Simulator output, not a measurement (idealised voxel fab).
The document below concerns the process module designated voxel transistor to metal.
Displayed cross-section: cut, width of 240 nm, square cells sized 5 nm.
Each cross-section below is a grid of square cells, stated as bands in top-down order, with one or more rows of cells making up each band. Read a band's entry like this: the first values are the height of its top and the height of its bottom in nm, and what follows is the sequence of materials from left to right, each with its width in nm. Note that "air" is empty space, and that a single material marked "full width" reaches across the band from edge to edge. All heights in this document are referenced to 0, defined as the level beneath which the wafer, as received, consists entirely of one material. The lowest band is not bounded below; it extends indefinitely downward and is written in the form "0 down". Note: "30 to 40" means the width goes from the first number (top row of the band) to the second number (bottom row) in equal steps per row of cells. When a step is marked "nothing different", none of the cells in the cross-section changed during that step. Reported under the label "Catalogued sealed voids" are the empty spaces having no open way to the top and comprising 8 cells or more; the notation for each is width x height at distance, in which the distance is measured from the left edge and all three values are in nm. Whatever follows a step's settings on its line is a remark the simulator itself makes about that step. overlay nm: for a step with a mask, the amount by which the mask lay right of where it was planned; a negative amount means left of it.
The process steps that were planned are listed below:
1) RECEIVE with material Si
2) CONFORMAL_DEP with material SiO2, thk nm 5
3) CONFORMAL_DEP with material SiN, thk nm 15
4) PATTERN with tone cover, mask id ACTIVE, material resist, width nm 95, pitch nm 115, thk nm 15, overlay nm 0
5) DIRECTIONAL_ETCH with etch materials SiN, depth nm 15
6) DIRECTIONAL_ETCH with etch materials SiO2, depth nm 5
7) DIRECTIONAL_ETCH with etch materials Si, depth nm 35
8) STRIP with etch materials resist
9) OXIDIZE with depth nm 5
10) FILL_DEP with material SiO2, thk nm 5
11) CMP with height nm 20
12) SELECTIVE_ETCH with etch materials SiO2, depth nm 10
13) STRIP with etch materials SiN
14) SELECTIVE_ETCH with etch materials SiO2, depth nm 5
15) OXIDIZE with depth nm 5
16) DIRECTIONAL_DEP with material polySi, thk nm 20
17) DIRECTIONAL_DEP with material SiCN, thk nm 15
18) DIRECTIONAL_DEP with material aC, thk nm 15
19) PATTERN with tone cover, mask id GATE, material resist, width nm 15, pitch nm 115, thk nm 30, overlay nm 0
20) DIRECTIONAL_ETCH with etch materials aC, depth nm 15
21) STRIP with etch materials resist
22) DIRECTIONAL_ETCH with etch materials SiCN, depth nm 25
23) DIRECTIONAL_ETCH with etch materials polySi, depth nm 30
24) STRIP with etch materials aC
25) CONFORMAL_DEP with material SiN, thk nm 10
26) DIRECTIONAL_ETCH with etch materials SiN, depth nm 10
27) DIRECTIONAL_ETCH with etch materials SiO2, depth nm 5
28) DIRECTIONAL_ETCH with etch materials Si, depth nm 10
29) EPI with material pSi, thk nm 10
30) FILL_DEP with material SiO2, thk nm 10
31) CMP with height nm 35
32) DIRECTIONAL_DEP with material SiO2, thk nm 10
33) PATTERN with tone open, mask id CONTACT, material resist, width nm 30, thk nm 15, overlay nm -5
34) DIRECTIONAL_ETCH with etch materials SiO2, depth nm 50
35) STRIP with etch materials resist
36) CONFORMAL_DEP with material TiN, thk nm 5
37) FILL_DEP with material Ru, thk nm 5
38) CMP with height nm 45
39) DIRECTIONAL_DEP with material TiN, thk nm 5
40) DIRECTIONAL_DEP with material W, thk nm 15
41) MASKED_ETCH with tone cover, mask id METAL_1, width nm 15, etch materials W, depth nm 15, overlay nm 0
42) MASKED_ETCH with tone cover, mask id METAL_1, width nm 15, etch materials TiN, depth nm 5, overlay nm 0
43) FILL_DEP with material SiO2, thk nm 5
44) CMP with height nm 65
45) CONFORMAL_DEP with material SiN, thk nm 5
The value of overlay nm given for step 33 in the plan refers to the first wafer; the wafers vary in this setting and are alike at the start.
Cross-section of the first of several wafers as received (after step 1):
> 0 down = Si full width
> Catalogued sealed voids: none
First wafer at the end, after step 45:
> 70 to 65 = SiN full width
> 65 to 50 = 20 of SiO2, 15 of W, 55 of SiO2, 15 of W, 30 of SiO2, 15 of W, 55 of SiO2, 15 of W, 20 of SiO2
> 50 to 45 = 20 of SiO2, 15 of TiN, 55 of SiO2, 15 of TiN, 30 of SiO2, 15 of TiN, 55 of SiO2, 15 of TiN, 20 of SiO2
> 45 to 35 = 15 of SiO2, 5 of TiN, 20 of Ru, 5 of TiN, 25 of SiO2, 5 to 15 of TiN, 20 to 10 of Ru, 5 of TiN, 30 of SiO2, 5 of TiN, 20 of Ru, 5 of TiN, 25 of SiO2, 5 to 15 of TiN, 20 to 10 of Ru, 5 of TiN, 25 of SiO2
> 35 to 20 = 15 of SiO2, 5 of TiN, 20 of Ru, 5 of TiN, 10 of SiN, 15 of SiCN, 10 of SiN, 5 of TiN, 10 of Ru, 5 of TiN, 30 of SiO2, 5 of TiN, 20 of Ru, 5 of TiN, 10 of SiN, 15 of SiCN, 10 of SiN, 5 of TiN, 10 of Ru, 5 of TiN, 25 of SiO2
> 20 to 10 = 15 of SiO2, 5 of TiN, 20 of Ru, 5 of TiN, 10 of SiN, 15 of polySi, 10 of SiN, 5 of TiN, 10 of Ru, 5 of TiN, 30 of SiO2, 5 of TiN, 20 of Ru, 5 of TiN, 10 of SiN, 15 of polySi, 10 of SiN, 5 of TiN, 10 of Ru, 5 of TiN, 25 of SiO2
> 10 to 5 = 15 of SiO2, 10 of TiN, 5 of Ru, 15 of TiN, 10 of SiN, 15 of polySi, 10 of SiN, 20 of TiN, 30 of SiO2, 10 of TiN, 5 of Ru, 15 of TiN, 10 of SiN, 15 of polySi, 10 of SiN, 20 of TiN, 25 of SiO2
> 5 to 0 = 10 of SiO2, 10 of SiN, 5 of TiN, 5 of Ru, 5 of TiN, 10 of pSi, 10 of SiN, 15 of polySi, 10 of SiN, 10 of pSi, 10 of TiN, 5 of SiO2, 10 of SiN, 10 of SiO2, 10 of SiN, 5 of TiN, 5 of Ru, 5 of TiN, 10 of pSi, 10 of SiN, 15 of polySi, 10 of SiN, 10 of pSi, 10 of TiN, 5 of SiO2, 10 of SiN, 10 of SiO2
> 0 to -5 = 20 of SiO2, 15 of TiN, 10 of pSi, 35 of SiO2, 10 of pSi, 10 of TiN, 35 of SiO2, 15 of TiN, 10 of pSi, 35 of SiO2, 10 of pSi, 10 of TiN, 25 of SiO2
> -5 to -15 = 20 of SiO2, 25 of pSi, 35 of Si, 25 of pSi, 30 of SiO2, 25 of pSi, 35 of Si, 25 of pSi, 20 of SiO2
> -15 to -40 = 20 of SiO2, 85 of Si, 30 of SiO2, 85 of Si, 20 of SiO2
> -40 down = Si full width
> Catalogued sealed voids: none
At the end of the module, the last of several wafers in cross-section:
> 70 to 65 = SiN full width
> 65 to 50 = 20 of SiO2, 15 of W, 55 of SiO2, 15 of W, 30 of SiO2, 15 of W, 55 of SiO2, 15 of W, 20 of SiO2
> 50 to 45 = 20 of SiO2, 15 of TiN, 55 of SiO2, 15 of TiN, 30 of SiO2, 15 of TiN, 55 of SiO2, 15 of TiN, 20 of SiO2
> 45 to 35 = 25 of SiO2, 5 of TiN, 20 to 10 of Ru, 5 to 15 of TiN, 25 of SiO2, 5 of TiN, 20 of Ru, 5 of TiN, 30 of SiO2, 5 of TiN, 20 to 10 of Ru, 5 to 15 of TiN, 25 of SiO2, 5 of TiN, 20 of Ru, 5 of TiN, 15 of SiO2
> 35 to 20 = 25 of SiO2, 5 of TiN, 10 of Ru, 5 of TiN, 10 of SiN, 15 of SiCN, 10 of SiN, 5 of TiN, 20 of Ru, 5 of TiN, 30 of SiO2, 5 of TiN, 10 of Ru, 5 of TiN, 10 of SiN, 15 of SiCN, 10 of SiN, 5 of TiN, 20 of Ru, 5 of TiN, 15 of SiO2
> 20 to 10 = 25 of SiO2, 5 of TiN, 10 of Ru, 5 of TiN, 10 of SiN, 15 of polySi, 10 of SiN, 5 of TiN, 20 of Ru, 5 of TiN, 30 of SiO2, 5 of TiN, 10 of Ru, 5 of TiN, 10 of SiN, 15 of polySi, 10 of SiN, 5 of TiN, 20 of Ru, 5 of TiN, 15 of SiO2
> 10 to 5 = 25 of SiO2, 20 of TiN, 10 of SiN, 15 of polySi, 10 of SiN, 15 of TiN, 5 of Ru, 10 of TiN, 30 of SiO2, 20 of TiN, 10 of SiN, 15 of polySi, 10 of SiN, 15 of TiN, 5 of Ru, 10 of TiN, 15 of SiO2
> 5 to 0 = 10 of SiO2, 10 of SiN, 5 of SiO2, 10 of TiN, 10 of pSi, 10 of SiN, 15 of polySi, 10 of SiN, 10 of pSi, 5 of TiN, 5 of Ru, 5 of TiN, 10 of SiN, 10 of SiO2, 10 of SiN, 5 of SiO2, 10 of TiN, 10 of pSi, 10 of SiN, 15 of polySi, 10 of SiN, 10 of pSi, 5 of TiN, 5 of Ru, 5 of TiN, 10 of SiN, 10 of SiO2
> 0 to -5 = 25 of SiO2, 10 of TiN, 10 of pSi, 35 of SiO2, 10 of pSi, 15 of TiN, 35 of SiO2, 10 of TiN, 10 of pSi, 35 of SiO2, 10 of pSi, 15 of TiN, 20 of SiO2
> -5 to -15 = 20 of SiO2, 25 of pSi, 35 of Si, 25 of pSi, 30 of SiO2, 25 of pSi, 35 of Si, 25 of pSi, 20 of SiO2
> -15 to -40 = 20 of SiO2, 85 of Si, 30 of SiO2, 85 of Si, 20 of SiO2
> -40 down = Si full width
> Catalogued sealed voids: none
The following table contains a row per wafer, in which are reported, at the conclusion of the module, the cells of each material gained (+) or lost (-) since the wafer's receipt, with its closed voids given thereafter:
overlay nm -5; +92 Ru; -186 Si; +18 SiCN; +112 SiN; +412 SiO2; +108 TiN; +36 W; +56 pSi; +24 polySi; Catalogued sealed voids: none
overlay nm 0; +96 Ru; -186 Si; +18 SiCN; +112 SiN; +408 SiO2; +108 TiN; +36 W; +56 pSi; +24 polySi; Catalogued sealed voids: none
overlay nm 5; +92 Ru; -186 Si; +18 SiCN; +112 SiN; +412 SiO2; +108 TiN; +36 W; +56 pSi; +24 polySi; Catalogued sealed voids: none
